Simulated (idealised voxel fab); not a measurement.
The following process module bears the name voxel gate over fins.
Cross-section cut: width 245 nm, square cells of 5 nm.
A cross-section is written here as square cells arranged in a grid, and it is given in bands from the top down, each band taking up one or more rows of cells.
The entry gives the band's vertical extent as a top height and a bottom height in nm, then its horizontal make-up as materials from left to right, each with a width in nm. "blank" stands for empty space; a single material marked "everywhere" fills the band edge to edge.
All heights in this document are referenced to 0, defined as the level beneath which the wafer, as received, consists entirely of one material. The lowest band is not bounded below; it extends indefinitely downward and is written in the form "top 0, no bottom".
Width "30->40": first value at the band's top row of cells, second value at its bottom row, equal change from row to row.
Step note "remained unchanged" = no cross-section cell changed.
Heads up: "Sealed cavities" only lists the empty pockets with no open path to the top that are 8 cells or more, and it writes them as width x height at distance, distance from the left edge, in nm.
Past the settings on a step's line: simulator remark, on that step.
overlay nm: step with mask; distance mask lay right of planned place; negative value = left of planned place.

Listed below are the process steps as planned:
| 1 | RECEIVE,material Si |
| 2 | CONFORMAL_DEP,material SiN,thk nm 5 |
| 3 | PATTERN,tone cover,mask id FINS,material resist,width nm 15,pitch nm 45,thk nm 20,overlay nm 0 |
| 4 | DIRECTIONAL_ETCH,etch materials SiN,depth nm 5 |
| 5 | DIRECTIONAL_ETCH,etch materials Si,depth nm 40 |
| 6 | STRIP,etch materials resist |
| 7 | FILL_DEP,material SiO2,thk nm 10 |
| 8 | CMP,height nm 5 |
| 9 | SELECTIVE_ETCH,etch materials SiO2,depth nm 20 |
| 10 | STRIP,etch materials SiN |
| 11 | CONFORMAL_DEP,material HfO2,thk nm 5 |
| 12 | CONFORMAL_DEP,material TiN,thk nm 5 |
| 13 | CONFORMAL_DEP,material TiAl,thk nm 5 |
| 14 | CONFORMAL_DEP,material TiN,thk nm 5 |
| 15 | FILL_DEP,material W,thk nm 10 |
| 16 | CMP,height nm 25 |
| 17 | CONFORMAL_DEP,material SiN,thk nm 10 |

As-received state of the wafer in cross-section, equivalent to post-step 1:
	top 0, no bottom = Si everywhere
	Sealed cavities: none

Sectioned view, first of two wafers, at the close of the module, processed as intended in the plan:
	top 35, bottom 25 = SiN everywhere
	top 25, bottom 20 = W everywhere
	top 20, bottom 15 = W 25  TiN 190  W 30
	top 15, bottom 10 = W 25  TiN 5  TiAl 180  TiN 5  W 30
	top 10, bottom 5 = W 25  TiN 5  TiAl 5  TiN 35  TiAl 10  TiN 35  TiAl 10  TiN 35  TiAl 10  TiN 35  TiAl 5  TiN 5  W 30
	top 5, bottom 0 = TiN 30  TiAl 5  TiN 5  HfO2 25  TiN 5  TiAl 10  TiN 5  HfO2 25  TiN 5  TiAl 10  TiN 5  HfO2 25  TiN 5  TiAl 10  TiN 5  HfO2 25  TiN 5  TiAl 5  TiN 35
	top 0, bottom -5 = TiAl 35  TiN 5  HfO2 5  Si 15  HfO2 5  TiN 5  TiAl 10  TiN 5  HfO2 5  Si 15  HfO2 5  TiN 5  TiAl 10  TiN 5  HfO2 5  Si 15  HfO2 5  TiN 5  TiAl 10  TiN 5  HfO2 5  Si 15  HfO2 5  TiN 5  TiAl 40
	top -5, bottom -10 = TiN 40  HfO2 5  Si 15  HfO2 5  TiN 20  HfO2 5  Si 15  HfO2 5  TiN 20  HfO2 5  Si 15  HfO2 5  TiN 20  HfO2 5  Si 15  HfO2 5  TiN 45
	top -10, bottom -15 = HfO2 45  Si 15  HfO2 30  Si 15  HfO2 30  Si 15  HfO2 30  Si 15  HfO2 50
	top -15, bottom -40 = SiO2 45  Si 15  SiO2 30  Si 15  SiO2 30  Si 15  SiO2 30  Si 15  SiO2 50
	top -40, no bottom = Si everywhere
	Sealed cavities: none

Second wafer of the two, sectioned at the end of the module. It began like the first and followed the same plan, but one mistake was made while running it:
	top 35, bottom 25 = SiN everywhere
	top 25, bottom 20 = W everywhere
	top 20, bottom 15 = W 25  TiN 195  W 25
	top 15, bottom 10 = W 25  TiN 5  TiAl 185  TiN 5  W 25
	top 10, bottom 5 = W 25  TiN 5  TiAl 5  TiN 40  TiAl 5  TiN 40  TiAl 5  TiN 40  TiAl 5  TiN 40  TiAl 5  TiN 5  W 25
	top 5, bottom 0 = TiN 30  TiAl 5  TiN 5  HfO2 30  TiN 5  TiAl 5  TiN 5  HfO2 30  TiN 5  TiAl 5  TiN 5  HfO2 30  TiN 5  TiAl 5  TiN 5  HfO2 30  TiN 5  TiAl 5  TiN 30
	top 0, bottom -5 = TiAl 35  TiN 5  HfO2 5  Si 20  HfO2 5  TiN 5  TiAl 5  TiN 5  HfO2 5  Si 20  HfO2 5  TiN 5  TiAl 5  TiN 5  HfO2 5  Si 20  HfO2 5  TiN 5  TiAl 5  TiN 5  HfO2 5  Si 20  HfO2 5  TiN 5  TiAl 35
	top -5, bottom -10 = TiN 40  HfO2 5  Si 20  HfO2 5  TiN 15  HfO2 5  Si 20  HfO2 5  TiN 15  HfO2 5  Si 20  HfO2 5  TiN 15  HfO2 5  Si 20  HfO2 5  TiN 40
	top -10, bottom -15 = HfO2 45  Si 20  HfO2 25  Si 20  HfO2 25  Si 20  HfO2 25  Si 20  HfO2 45
	top -15, bottom -40 = SiO2 45  Si 20  SiO2 25  Si 20  SiO2 25  Si 20  SiO2 25  Si 20  SiO2 45
	top -40, no bottom = Si everywhere
	Sealed cavities: none
Where did the run depart from the plan? step 3 ran with different settings than intended, the actual operation and settings being PATTERN,tone cover,mask id FINS,material resist,width nm 20,pitch nm 45,thk nm 20,overlay nm 0
Cell-count delta at end, second wafer over first, by material: Si: 32 more; SiO2: 20 fewer; TiAl: 9 fewer; W: 3 fewer
